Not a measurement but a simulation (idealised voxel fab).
process module | voxel tone inversion
cross-section cut | 205 nm wide | cells 5 nm
A cross-section is a grid of square cells, given in bands from the top down. A band is one or more rows of cells.
Each band's line starts with the height of the band's top and of its bottom, in nm. Then come its materials from left to right, each with its width in nm. One material with "throughout" fills the band from edge to edge. "air" is empty space.
Height 0 is the level under which the wafer as received is all one material. The lowest band goes on downwards, as in "0 down".
A width such as "30 to 40" changes by the same amount from each row of cells to the next, from the band's top row to its bottom row.
"no change" after a step means that no cell of the cross-section changed.
closed voids: empty space of 8 cells or more with no open way to the top, each as width x height at its distance from the left edge, in nm
after a step's settings: what the simulator itself notes on the step
overlay nm, on a step with a mask: how far to the right of its planned place the mask lay; to the left if negative
plan
1 op RECEIVE | material Si
2 op CONFORMAL_DEP | material SiCN | thk nm 10
3 op DIRECTIONAL_DEP | material aC | thk nm 15
4 op PATTERN | tone cover | mask id POSTS | material resist | width nm 25 | pitch nm 45 | thk nm 20 | overlay nm 0
5 op DIRECTIONAL_ETCH | etch materials aC | depth nm 15
6 op STRIP | etch materials resist
7 op FILL_DEP | material SiO2 | thk nm 10
8 op CMP | height nm 25
9 op STRIP | etch materials aC
as received, after step 1
  0 down: Si throughout
  closed voids: none
first wafer at the end, as planned
  25 to 10: SiO2 20 | air 25 | SiO2 20 | air 25 | SiO2 20 | air 25 | SiO2 20 | air 25 | SiO2 25
  10 to 0: SiCN throughout
  0 down: Si throughout
  closed voids: none
second wafer at the end: like start, like plan, one mistake
  25 to 15: SiCN throughout
  15 to 0: aC throughout
  0 down: Si throughout
  closed voids: none
what went wrong: steps 2 and 3 were swapped
at the end the second wafer has, in cells: 63 fewer of SiO2 | 123 more of aC
